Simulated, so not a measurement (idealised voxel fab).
Presented below is a process module, voxel double patterning.
Square cell edge 5 nm, section width 260 nm, ID cut.
A cross-section is written here as square cells arranged in a grid, and it is given in bands from the top down, each band taking up one or more rows of cells. Heights first: top, then bottom, in nm. Then materials, left to right, each with a width in nm. "throughout" on a single material: fills the band edge to edge. "air": empty space. Heights from 0 (as-received wafer is one material below). Bottom band endless downward, as "0 and below". A two-number width, for instance "30->40", indicates that the width is equal to the first number in the top row of the band and to the second number in the bottom row, and that it changes by a constant amount per row of cells. It should be understood that the words "remains unaltered", when stated for a given step, signify that the cross-section underwent no change in any of its cells during that step. Heads up: "Closed void entries" only lists the empty pockets with no open path to the top that are 8 cells or more, and it writes them as width x height at distance, distance from the left edge, in nm. On a step's line, text after the settings is the simulator commenting on that step. Among the settings permitted on a step's line is "overlay nm"; applied to a step with a mask, it specifies the extent to which the mask lay to the right of its planned position, whereas a negative figure signifies a position to the left.
So here's the lineup of process steps we planned:
1) RECEIVE with material Si
2) CONFORMAL_DEP with material SiO2, thk nm 10
3) DIRECTIONAL_DEP with material TiN, thk nm 15
4) DIRECTIONAL_DEP with material SiCN, thk nm 5
5) MASKED_ETCH with tone open, mask id FIRST, width nm 15, pitch nm 50, etch materials SiCN, depth nm 5, overlay nm 0
6) DIRECTIONAL_DEP with material aC, thk nm 15
7) PATTERN with tone open, mask id SECOND, material resist, width nm 15, pitch nm 50, thk nm 35, overlay nm 0
8) DIRECTIONAL_ETCH with etch materials aC, depth nm 15
9) STRIP with etch materials resist
10) DIRECTIONAL_ETCH with etch materials SiCN, depth nm 5
11) STRIP with etch materials aC
12) DIRECTIONAL_ETCH with etch materials TiN, depth nm 15
13) STRIP with etch materials SiCN
Wafer cross-section on receipt, i.e. after step 1:
    0 and below | Si throughout
    Closed void entries: none
End state of the module in cross-section, given the above starting point and plan and one mistake in execution:
    20 down to 5 | TiN 70; air 15; TiN 10; air 15; TiN 10; air 15; TiN 10; air 15; TiN 10; air 15; TiN 75
    5 down to 0 | SiO2 throughout
    0 and below | Si throughout
    Closed void entries: none
Finding, execution versus plan: step 2 changed vs plan, executed as CONFORMAL_DEP with material SiO2, thk nm 5
